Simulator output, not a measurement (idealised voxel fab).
process module | voxel wiring stack
The cross-section shown here is cut; it is 245 nm wide and divided into square cells measuring 5 nm on a side.
Cross-section spec: square-cell grid; bands listed top down; each band is one or more rows.
Basically the band line says how high the top is and how high the bottom is, in nm, and then what's in it from left to right, every material with its width in nm. Empty space shows up as "air", and if a single material carries "throughout" it runs the full band edge to edge.
Convention: height 0 is the level below which the wafer, as received, is all one material. The lowest band does not terminate at the bottom but continues downward, represented as "0 down".
Think of "30 to 40" as a width that walks from the first number to the second as you go down the band, top row to bottom row, taking equal-sized steps from row to row.
A step reported as "no alteration" is a step in which no cell of the cross-section changed.
Entry "Enclosed void entries" = empty spaces >= 8 cells with no open way to the top; each as width x height at distance, distance from left edge, all nm.
If you see something after the settings on a step's line, that's the simulator's own remark about that step.
"overlay nm" denotes, for a step that has a mask, the displacement of the mask to the right of its planned place, with negative values corresponding to the left.

Set out below are the planned steps of the process
1: RECEIVE: material Si
2: CONFORMAL_DEP: material SiO2, thk nm 15
3: DIRECTIONAL_DEP: material TiN, thk nm 5
4: DIRECTIONAL_DEP: material W, thk nm 25
5: MASKED_ETCH: tone cover, mask id METAL_1, width nm 25, pitch nm 50, etch materials W, depth nm 25, overlay nm 0
6: MASKED_ETCH: tone cover, mask id METAL_1, width nm 25, pitch nm 50, etch materials TiN, depth nm 5, overlay nm 0
7: CONFORMAL_DEP: material SiN, thk nm 5
8: FILL_DEP: material SiO2, thk nm 5
9: CMP: height nm 45
10: CONFORMAL_DEP: material SiCN, thk nm 5
11: DIRECTIONAL_DEP: material lowk, thk nm 15
12: DIRECTIONAL_DEP: material aC, thk nm 15
13: PATTERN: tone open, mask id PLUG_1, material resist, width nm 15, thk nm 35, overlay nm 0
14: DIRECTIONAL_ETCH: etch materials aC, depth nm 15
15: STRIP: etch materials resist
16: DIRECTIONAL_ETCH: etch materials lowk, depth nm 15
17: DIRECTIONAL_ETCH: etch materials SiCN, depth nm 5
18: STRIP: etch materials aC
19: EPI: material Ru, thk nm 10
20: EPI: material Ru, thk nm 10
21: DIRECTIONAL_DEP: material TiN, thk nm 5
22: DIRECTIONAL_DEP: material W, thk nm 20
23: PATTERN: tone cover, mask id METAL_2, material resist, width nm 25, pitch nm 50, thk nm 15, overlay nm 0
24: DIRECTIONAL_ETCH: etch materials W, depth nm 20
25: DIRECTIONAL_ETCH: etch materials TiN, depth nm 5
26: STRIP: etch materials resist
27: CONFORMAL_DEP: material SiCN, thk nm 5
28: FILL_DEP: material SiO2, thk nm 5
29: CMP: height nm 90
30: CONFORMAL_DEP: material SiCN, thk nm 5
31: DIRECTIONAL_DEP: material lowk, thk nm 30
32: MASKED_ETCH: tone open, mask id METAL_3, width nm 25, pitch nm 50, etch materials lowk, depth nm 15, overlay nm 0
33: PATTERN: tone open, mask id METAL_3_HOLES, material resist, width nm 15, thk nm 15, overlay nm 0
34: DIRECTIONAL_ETCH: etch materials lowk, depth nm 15
35: DIRECTIONAL_ETCH: etch materials SiCN, depth nm 5
36: STRIP: etch materials resist
37: CONFORMAL_DEP: material TiN, thk nm 5
38: FILL_DEP: material Cu, thk nm 10
39: CMP: height nm 125
40: CONFORMAL_DEP: material SiCN, thk nm 5

As-received wafer cross-section (after step 1)
    0 down = Si throughout
    Enclosed void entries: none

Starting structure and process plan are as shown above, but one mistake was made in running the module; the wafer cross-section at the end of the module follows
    130 to 125 = SiCN throughout
    125 to 115 = 85 of lowk, 5 of TiN, 15 of Cu, 5 of TiN, 25 of lowk, 5 of TiN, 15 of Cu, 5 of TiN, 85 of lowk
    115 to 110 = 85 of lowk, 5 of TiN, 5 of Cu, 15 of TiN, 25 of lowk, 25 of TiN, 85 of lowk
    110 to 95 = 85 of lowk, 5 of TiN, 5 of Cu, 5 of TiN, 145 of lowk
    95 to 90 = 85 of SiCN, 15 of TiN, 145 of SiCN
    90 to 70 = 80 of Cu, 5 of SiCN, 25 of W, 5 of SiCN, 15 of Cu, 5 of SiCN, 25 of W, 5 of SiCN, 80 of Cu
    70 to 65 = 85 of SiCN, 25 of TiN, 25 of SiCN, 25 of TiN, 85 of SiCN
    65 to 50 = 85 of lowk, 15 of Ru, 145 of lowk
    50 to 45 = 85 of SiCN, 15 of Ru, 145 of SiCN
    45 to 20 = 80 of SiO2, 5 of SiN, 25 of W, 5 of SiN, 15 of SiO2, 5 of SiN, 25 of W, 5 of SiN, 80 of SiO2
    20 to 15 = 85 of SiN, 25 of TiN, 25 of SiN, 25 of TiN, 85 of SiN
    15 to 0 = SiO2 throughout
    0 down = Si throughout
    Enclosed void entries: none
What was done differently from what was planned? step 28 did not use the planned setting and instead ran as FILL_DEP: material Cu, thk nm 5
